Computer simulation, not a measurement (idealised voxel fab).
process module | voxel gate over fins
FYI the section here is cut, 160 nm wide, cells are 5 nm squares.
Format of a cross-section: grid, square cells. Given as bands. Order: top down. Band: one or more rows of cells.
Look at the band entry: it leads with the top's height and the bottom's height in nm. Then it lists the materials left to right, with a width in nm for each. The word "throughout" on a single material says that material fills the band edge to edge. The word "empty" is empty space.
Note: height 0 marks the level under which the wafer is uniformly one material as received. Lowest band unbounded below, written "0 -> down".
It should be noted that a width expressed as "30..40" varies in equal increments from row to row of cells within the band, taking the value of the first number at the top row and that of the second number at the bottom row.
You'll sometimes find "nothing altered" written for a step, and that's the way of saying that nowhere in the cross-section did a cell change during that step.
Voids not open to the top, 8 cells minimum: see "Voids, sealed". Written width x height at distance; distance is from the left edge; nm.
On each step's line, the part that comes after the settings is the simulator's own comment on the step.
"overlay nm" on a masked step: distance the mask lay right of its planned place, negative for left.

So here's the lineup of process steps we planned:
1,RECEIVE (material Si)
2,CONFORMAL_DEP (material SiN; thk nm 5)
3,MASKED_ETCH (tone cover; mask id FINS; width nm 15; pitch nm 55; etch materials SiN; depth nm 5; overlay nm 0)
4,MASKED_ETCH (tone cover; mask id FINS; width nm 15; pitch nm 55; etch materials Si; depth nm 35; overlay nm 0)
5,OXIDIZE (depth nm 5)
6,FILL_DEP (material SiO2; thk nm 5)
7,CMP (height nm 5)
8,PATTERN (tone open; mask id RAIL; material resist; width nm 15; thk nm 15; overlay nm 0)
9,DIRECTIONAL_ETCH (etch materials SiO2; depth nm 35)
10,STRIP (etch materials resist)
11,CONFORMAL_DEP (material TiN; thk nm 5)
12,FILL_DEP (material W; thk nm 10)
13,CMP (height nm 5)
14,SELECTIVE_ETCH (etch materials W Ru TiN; depth nm 25)
15,FILL_DEP (material SiO2; thk nm 5)
16,CMP (height nm 5)
17,SELECTIVE_ETCH (etch materials SiO2; depth nm 20)
18,STRIP (etch materials SiN)
19,CONFORMAL_DEP (material HfO2; thk nm 5)
20,CONFORMAL_DEP (material TiN; thk nm 5)
21,CONFORMAL_DEP (material TiAl; thk nm 5)
22,CONFORMAL_DEP (material TiN; thk nm 5)
23,FILL_DEP (material W; thk nm 15)
24,CMP (height nm 30)
25,CONFORMAL_DEP (material SiN; thk nm 10)

So this is the incoming wafer in cross-section - it's already been through step 1:
0 -> down | Si throughout
Voids, sealed: none

End-of-module cross-section of the first of two wafers, processed as planned:
40 -> 30 | SiN throughout
30 -> 20 | W throughout
20 -> 15 | TiN 45, W 10, TiN 45, W 10, TiN 45, W 5
15 -> 10 | TiN 5, TiAl 35, TiN 5, W 10, TiN 5, TiAl 35, TiN 5, W 10, TiN 5, TiAl 35, TiN 5, W 5
10 -> 5 | TiN 5, TiAl 5, TiN 25, TiAl 5, TiN 5, W 10, TiN 5, TiAl 5, TiN 25, TiAl 5, TiN 5, W 10, TiN 5, TiAl 5, TiN 25, TiAl 5, TiN 5, W 5
5 -> 0 | TiN 5, TiAl 5, TiN 5, HfO2 15, TiN 5, TiAl 5, TiN 20, TiAl 5, TiN 5, HfO2 15, TiN 5, TiAl 5, TiN 20, TiAl 5, TiN 5, HfO2 15, TiN 5, TiAl 5, TiN 10
0 -> -5 | TiAl 10, TiN 5, HfO2 5, Si 5, HfO2 5, TiN 5, TiAl 30, TiN 5, HfO2 5, Si 5, HfO2 5, TiN 5, TiAl 30, TiN 5, HfO2 5, Si 5, HfO2 5, TiN 5, TiAl 15
-5 -> -10 | TiN 15, HfO2 5, Si 5, HfO2 5, TiN 40, HfO2 5, Si 5, HfO2 5, TiN 40, HfO2 5, Si 5, HfO2 5, TiN 20
-10 -> -15 | HfO2 20, Si 5, HfO2 50, Si 5, HfO2 50, Si 5, HfO2 25
-15 -> -20 | SiO2 20, Si 5, SiO2 50, Si 5, SiO2 50, Si 5, SiO2 25
-20 -> -25 | SiO2 20, Si 5, SiO2 15, TiN 5, W 5, TiN 5, SiO2 20, Si 5, SiO2 50, Si 5, SiO2 25
-25 -> -30 | SiO2 20, Si 5, SiO2 15, TiN 15, SiO2 20, Si 5, SiO2 50, Si 5, SiO2 25
-30 -> -40 | SiO2 20, Si 5, SiO2 50, Si 5, SiO2 50, Si 5, SiO2 25
-40 -> down | Si throughout
Voids, sealed: none

Same start, same plan as the first wafer - but one mistake in the run. Cross-section of the second of the two at the end of the module:
40 -> 30 | SiN throughout
30 -> 20 | W throughout
20 -> 15 | TiN 45, W 10, TiN 45, W 10, TiN 45, W 5
15 -> 10 | TiN 5, TiAl 35, TiN 5, W 10, TiN 5, TiAl 35, TiN 5, W 10, TiN 5, TiAl 35, TiN 5, W 5
10 -> 5 | TiN 5, TiAl 5, TiN 25, TiAl 5, TiN 5, W 10, TiN 5, TiAl 5, TiN 25, TiAl 5, TiN 5, W 10, TiN 5, TiAl 5, TiN 25, TiAl 5, TiN 5, W 5
5 -> 0 | TiN 5, TiAl 5, TiN 5, HfO2 15, TiN 5, TiAl 5, TiN 5, W 10, TiN 5, TiAl 5, TiN 5, HfO2 15, TiN 5, TiAl 5, TiN 5, W 10, TiN 5, TiAl 5, TiN 5, HfO2 15, TiN 5, TiAl 5, TiN 5, W 5
0 -> -5 | TiN 5, TiAl 5, TiN 5, HfO2 5, Si 5, HfO2 5, TiN 5, TiAl 5, TiN 20, TiAl 5, TiN 5, HfO2 5, Si 5, HfO2 5, TiN 5, TiAl 5, TiN 5, W 10, TiN 5, TiAl 5, TiN 5, HfO2 5, Si 5, HfO2 5, TiN 5, TiAl 5, TiN 5, W 5
-5 -> -10 | TiN 5, TiAl 5, TiN 5, HfO2 5, Si 5, HfO2 5, TiN 5, TiAl 30, TiN 5, HfO2 5, Si 5, HfO2 5, TiN 5, TiAl 5, TiN 5, W 10, TiN 5, TiAl 5, TiN 5, HfO2 5, Si 5, HfO2 5, TiN 5, TiAl 5, TiN 5, W 5
-10 -> -15 | TiN 5, TiAl 5, TiN 5, HfO2 5, Si 5, HfO2 5, TiN 40, HfO2 5, Si 5, HfO2 5, TiN 5, TiAl 5, TiN 5, W 10, TiN 5, TiAl 5, TiN 5, HfO2 5, Si 5, HfO2 5, TiN 5, TiAl 5, TiN 5, W 5
-15 -> -20 | TiN 5, TiAl 5, TiN 5, HfO2 5, Si 5, HfO2 5, TiN 5, HfO2 25, TiN 10, HfO2 5, Si 5, HfO2 5, TiN 5, TiAl 5, TiN 20, TiAl 5, TiN 5, HfO2 5, Si 5, HfO2 5, TiN 5, TiAl 5, TiN 10
-20 -> -25 | TiAl 10, TiN 5, HfO2 5, Si 5, HfO2 5, TiN 5, HfO2 5, TiN 5, W 5, TiN 5, HfO2 5, TiN 10, HfO2 5, Si 5, HfO2 5, TiN 5, TiAl 30, TiN 5, HfO2 5, Si 5, HfO2 5, TiN 5, TiAl 15
-25 -> -30 | TiN 15, HfO2 5, Si 5, HfO2 5, TiN 5, HfO2 5, TiN 15, HfO2 5, TiN 10, HfO2 5, Si 5, HfO2 5, TiN 40, HfO2 5, Si 5, HfO2 5, TiN 20
-30 -> -35 | HfO2 20, Si 5, HfO2 20, SiO2 5, HfO2 25, Si 5, HfO2 50, Si 5, HfO2 25
-35 -> -40 | SiO2 20, Si 5, SiO2 50, Si 5, SiO2 50, Si 5, SiO2 25
-40 -> down | Si throughout
Voids, sealed: none
What broke from the plan during processing? yeah, plan step 17 got run twice
Final comparison by cell count, materials where the second wafer has more or fewer than the first: 32 more of HfO2, 109 fewer of SiO2, 18 more of TiAl, 45 more of TiN, 14 more of W
